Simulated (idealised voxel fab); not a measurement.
The process module that follows is named voxel wiring stack.
Displayed cross-section: cut, width of 290 nm, square cells sized 5 nm.
A cross-section is a grid of square cells, given in bands from the top down. A band is one or more rows of cells. Top height, bottom height, nm. Materials left to right, width each, nm. Single material + "all across" = fills band edge to edge. "blank" = empty. Height reference: 0 = level under which incoming wafer is all one material. Lowest band: no bottom, runs on downward, e.g. "0..down". Read "30..40" as a graded width: first number on top, second number at the bottom, same change between each pair of neighbouring rows. No cell of the cross-section changed in a step that is given as "no change occurred". This entry, "Unvented internal voids", enumerates those empty regions of no fewer than 8 cells that possess no open connection to the top. Each region is reported in the form width x height at distance, the distance being taken from the left edge, with all three quantities expressed in nm. Heads up: the bit after the settings on a step's line is the simulator's remark on that step. "overlay nm" denotes, for a step that has a mask, the displacement of the mask to the right of its planned place, with negative values corresponding to the left.

# Process steps (planned)
- 1: RECEIVE (material Si)
- 2: CONFORMAL_DEP (material SiO2; thk nm 15)
- 3: DIRECTIONAL_DEP (material TiN; thk nm 5)
- 4: DIRECTIONAL_DEP (material W; thk nm 15)
- 5: DIRECTIONAL_DEP (material aC; thk nm 10)
- 6: PATTERN (tone cover; mask id METAL_1; material resist; width nm 25; pitch nm 50; thk nm 25; overlay nm 0)
- 7: DIRECTIONAL_ETCH (etch materials aC; depth nm 10)
- 8: STRIP (etch materials resist)
- 9: DIRECTIONAL_ETCH (etch materials W; depth nm 15)
- 10: DIRECTIONAL_ETCH (etch materials TiN; depth nm 5)
- 11: STRIP (etch materials aC)
- 12: FILL_DEP (material SiO2; thk nm 5)
- 13: CMP (height nm 35)
- 14: CONFORMAL_DEP (material SiCN; thk nm 5)
- 15: DIRECTIONAL_DEP (material SiO2; thk nm 20)
- 16: MASKED_ETCH (tone open; mask id PLUG_1; width nm 15; etch materials SiO2; depth nm 20; overlay nm 0)
- 17: MASKED_ETCH (tone open; mask id PLUG_1; width nm 15; etch materials SiCN; depth nm 5; overlay nm 0)
- 18: EPI (material Ru; thk nm 10)
- 19: EPI (material Ru; thk nm 10)
- 20: EPI (material Ru; thk nm 5)
- 21: CONFORMAL_DEP (material SiCN; thk nm 5)
- 22: DIRECTIONAL_DEP (material lowk; thk nm 25)
- 23: PATTERN (tone open; mask id METAL_2; material resist; width nm 15; pitch nm 50; thk nm 20; overlay nm 0)
- 24: DIRECTIONAL_ETCH (etch materials lowk; depth nm 25)
- 25: DIRECTIONAL_ETCH (etch materials SiCN; depth nm 5)
- 26: STRIP (etch materials resist)
- 27: CONFORMAL_DEP (material TiN; thk nm 5)
- 28: FILL_DEP (material Ru; thk nm 5)
- 29: CMP (height nm 90)
- 30: EPI (material Ru; thk nm 5)
- 31: FILL_DEP (material SiCN; thk nm 5)
- 32: DIRECTIONAL_DEP (material SiO2; thk nm 20)
- 33: DIRECTIONAL_DEP (material aC; thk nm 10)
- 34: PATTERN (tone open; mask id PLUG_2; material resist; width nm 15; pitch nm 50; thk nm 25; overlay nm 0)
- 35: DIRECTIONAL_ETCH (etch materials aC; depth nm 10)
- 36: STRIP (etch materials resist)
- 37: DIRECTIONAL_ETCH (etch materials SiO2; depth nm 20)
- 38: DIRECTIONAL_ETCH (etch materials SiCN; depth nm 5)
- 39: STRIP (etch materials aC)
- 40: EPI (material Ru; thk nm 10)
- 41: EPI (material Ru; thk nm 10)
- 42: EPI (material Ru; thk nm 5)
- 43: CONFORMAL_DEP (material SiCN; thk nm 5)
- 44: DIRECTIONAL_DEP (material SiO2; thk nm 25)
- 45: DIRECTIONAL_DEP (material aC; thk nm 15)
- 46: PATTERN (tone open; mask id METAL_3; material resist; width nm 25; pitch nm 50; thk nm 35; overlay nm 0)
- 47: DIRECTIONAL_ETCH (etch materials aC; depth nm 15)
- 48: STRIP (etch materials resist)
- 49: DIRECTIONAL_ETCH (etch materials SiO2; depth nm 25)
- 50: DIRECTIONAL_ETCH (etch materials SiCN; depth nm 5)
- 51: STRIP (etch materials aC)
- 52: CONFORMAL_DEP (material TiN; thk nm 5)
- 53: FILL_DEP (material Cu; thk nm 5)
- 54: CMP (height nm 150)
- 55: CONFORMAL_DEP (material SiN; thk nm 5)
The value of width nm given for step 23 in the plan refers to the first wafer; the wafers vary in this setting and are alike at the start.

# The as-received cross-section of the first of several wafers corresponds to the state after step 1
> 0..down: Si all across
> Unvented internal voids: none

# Shown in cross-section: the first of several wafers at the end of the module, after its last step, step 55
> 155..150: SiN all across
> 150..125: 105 nm SiO2, 5 nm TiN, 15 nm Cu, 5 nm TiN, 25 nm SiO2, 5 nm TiN, 15 nm Cu, 5 nm TiN, 110 nm SiO2
> 125..120: 105 nm SiCN, 25 nm TiN, 25 nm SiCN, 25 nm TiN, 110 nm SiCN
> 120..100: 105 nm SiO2, 15 nm Ru, 35 nm SiO2, 15 nm Ru, 120 nm SiO2
> 100..90: 105 nm SiCN, 15..25 nm Ru, 35..25 nm SiCN, 15..25 nm Ru, 120..110 nm SiCN
> 90..65: 110 nm lowk, 5 nm TiN, 5 nm Ru, 5 nm TiN, 35 nm lowk, 5 nm TiN, 5 nm Ru, 5 nm TiN, 115 nm lowk
> 65..60: 110 nm SiCN, 15 nm TiN, 35 nm SiCN, 15 nm TiN, 115 nm SiCN
> 60..40: 105 nm SiO2, 15 nm Ru, 170 nm SiO2
> 40..35: 105 nm SiCN, 15 nm Ru, 170 nm SiCN
> 35..20: 105 nm SiO2, 25 nm W, 25 nm SiO2, 25 nm W, 110 nm SiO2
> 20..15: 105 nm SiO2, 25 nm TiN, 25 nm SiO2, 25 nm TiN, 110 nm SiO2
> 15..0: SiO2 all across
> 0..down: Si all across
> Unvented internal voids: none

# The last wafer as seen in cross-section at the end of the module
> 155..150: SiN all across
> 150..125: 105 nm SiO2, 5 nm TiN, 15 nm Cu, 5 nm TiN, 25 nm SiO2, 5 nm TiN, 15 nm Cu, 5 nm TiN, 110 nm SiO2
> 125..120: 105 nm SiCN, 25 nm TiN, 25 nm SiCN, 25 nm TiN, 110 nm SiCN
> 120..100: 105 nm SiO2, 15 nm Ru, 35 nm SiO2, 15 nm Ru, 120 nm SiO2
> 100..90: 105..95 nm SiCN, 15..45 nm Ru, 35..5 nm SiCN, 15..45 nm Ru, 120..100 nm SiCN
> 90..65: 100 nm lowk, 5 nm TiN, 25 nm Ru, 5 nm TiN, 15 nm lowk, 5 nm TiN, 25 nm Ru, 5 nm TiN, 105 nm lowk
> 65..60: 100 nm SiCN, 35 nm TiN, 15 nm SiCN, 35 nm TiN, 105 nm SiCN
> 60..40: 105 nm SiO2, 15 nm Ru, 170 nm SiO2
> 40..35: 105 nm SiCN, 15 nm Ru, 170 nm SiCN
> 35..20: 105 nm SiO2, 25 nm W, 25 nm SiO2, 25 nm W, 110 nm SiO2
> 20..15: 105 nm SiO2, 25 nm TiN, 25 nm SiO2, 25 nm TiN, 110 nm SiO2
> 15..0: SiO2 all across
> 0..down: Si all across
> Unvented internal voids: none

# The table below has one row for each wafer; a row shows, as of the end of the module, how many cells of each material the wafer has gained, marked (+), or lost, marked (-), since it was received, and then the wafer's closed voids
width nm 15, +30 Cu, +65 Ru, +255 SiCN, +58 SiN, +1034 SiO2, +66 TiN, +30 W, +260 lowk, Unvented internal voids: none
width nm 20, +30 Cu, +77 Ru, +251 SiCN, +58 SiN, +1034 SiO2, +68 TiN, +30 W, +250 lowk, Unvented internal voids: none
width nm 25, +30 Cu, +89 Ru, +247 SiCN, +58 SiN, +1034 SiO2, +70 TiN, +30 W, +240 lowk, Unvented internal voids: none
width nm 30, +30 Cu, +101 Ru, +243 SiCN, +58 SiN, +1034 SiO2, +72 TiN, +30 W, +230 lowk, Unvented internal voids: none
width nm 35, +30 Cu, +113 Ru, +239 SiCN, +58 SiN, +1034 SiO2, +74 TiN, +30 W, +220 lowk, Unvented internal voids: none
